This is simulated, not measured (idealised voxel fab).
process module | voxel capacitor over wiring
The figure presents cross-section cut, which has a width of 140 nm and is divided into square cells with an edge length of 5 nm.
In what follows, cross-sections appear as grids of square cells, described through bands that run from the top down, where every band is one or more rows of cells. The entry gives the band's vertical extent as a top height and a bottom height in nm, then its horizontal make-up as materials from left to right, each with a width in nm. "empty" stands for empty space; a single material marked "all across" fills the band edge to edge. Height is counted from the level 0, under which the received wafer is composed throughout of one material. The lowest of the bands is not closed at the bottom but continues downward, in the notation "0 down". Width: "30..40" (first number = top row, second number = bottom row, same change from row to row of cells). Key: "no change" - step with no changed cell in the cross-section. Reported under the label "Enclosed void entries" are the empty spaces having no open way to the top and comprising 8 cells or more; the notation for each is width x height at distance, in which the distance is measured from the left edge and all three values are in nm. What comes after the settings on a step's line is commentary from the simulator itself on that step. If you see "overlay nm" on a step's line and that step has a mask, it's telling you how far right of where it was planned the mask ended up; a negative number means it went left instead.
Intended process steps:
- 1: RECEIVE | material Si
- 2: CONFORMAL_DEP | material SiO2 | thk nm 15
- 3: DIRECTIONAL_DEP | material TiN | thk nm 5
- 4: DIRECTIONAL_DEP | material W | thk nm 20
- 5: MASKED_ETCH | tone cover | mask id METAL_1 | width nm 20 | pitch nm 80 | etch materials W | depth nm 20 | overlay nm 0
- 6: MASKED_ETCH | tone cover | mask id METAL_1 | width nm 20 | pitch nm 80 | etch materials TiN | depth nm 5 | overlay nm 0
- 7: FILL_DEP | material lowk | thk nm 10
- 8: CMP | height nm 40
- 9: CONFORMAL_DEP | material SiCN | thk nm 5
- 10: DIRECTIONAL_DEP | material lowk | thk nm 10
- 11: PATTERN | tone open | mask id PLUG_1 | material resist | width nm 15 | thk nm 20 | overlay nm 0
- 12: DIRECTIONAL_ETCH | etch materials lowk | depth nm 10
- 13: DIRECTIONAL_ETCH | etch materials SiCN | depth nm 5
- 14: STRIP | etch materials resist
- 15: CONFORMAL_DEP | material TiN | thk nm 5
- 16: FILL_DEP | material Cu | thk nm 10
- 17: CMP | height nm 55
- 18: DIRECTIONAL_DEP | material TiN | thk nm 10
- 19: DIRECTIONAL_DEP | material Al2O3 | thk nm 5
- 20: DIRECTIONAL_DEP | material TiN | thk nm 10
- 21: PATTERN | tone cover | mask id UPPER_PLATE | material resist | width nm 65 | thk nm 20 | overlay nm 0
- 22: DIRECTIONAL_ETCH | etch materials TiN | depth nm 10
- 23: DIRECTIONAL_ETCH | etch materials Al2O3 | depth nm 5
- 24: STRIP | etch materials resist
- 25: PATTERN | tone cover | mask id LOWER_PLATE | material resist | width nm 75 | thk nm 20 | overlay nm 0
- 26: DIRECTIONAL_ETCH | etch materials TiN | depth nm 10
- 27: STRIP | etch materials resist
- 28: FILL_DEP | material SiO2 | thk nm 20
- 29: CMP | height nm 95
- 30: MASKED_ETCH | tone open | mask id PLUG_2 | width nm 15 | etch materials SiO2 | depth nm 15 | overlay nm 0
- 31: CONFORMAL_DEP | material TiN | thk nm 5
- 32: FILL_DEP | material Ru | thk nm 10
- 33: CMP | height nm 95
- 34: CONFORMAL_DEP | material SiCN | thk nm 5
Incoming wafer in cross-section (state: after step 1):
  0 down = Si all across
  Enclosed void entries: none
Starting wafer: above. Plan: above. Run: one mistake. Cross-section after the module: below:
  100 to 95 = SiCN all across
  95 to 85 = SiO2 35 nm / TiN 5 nm / Ru 5 nm / TiN 5 nm / SiO2 90 nm
  85 to 80 = SiO2 35 nm / TiN 15 nm / SiO2 90 nm
  80 to 75 = SiO2 25 nm / Al2O3 65 nm / SiO2 50 nm
  75 to 65 = SiO2 20 nm / TiN 75 nm / SiO2 45 nm
  65 to 55 = TiN all across
  55 to 45 = lowk 25 nm / TiN 5 nm / Cu 5 nm / TiN 5 nm / lowk 100 nm
  45 to 40 = SiCN 25 nm / TiN 15 nm / SiCN 100 nm
  40 to 20 = lowk 20 nm / W 20 nm / lowk 60 nm / W 20 nm / lowk 20 nm
  20 to 15 = lowk 20 nm / TiN 20 nm / lowk 60 nm / TiN 20 nm / lowk 20 nm
  15 to 0 = SiO2 all across
  0 down = Si all across
  Enclosed void entries: none
So what did we get wrong on this run? transposition of steps 19 and 20 relative to the planned sequence
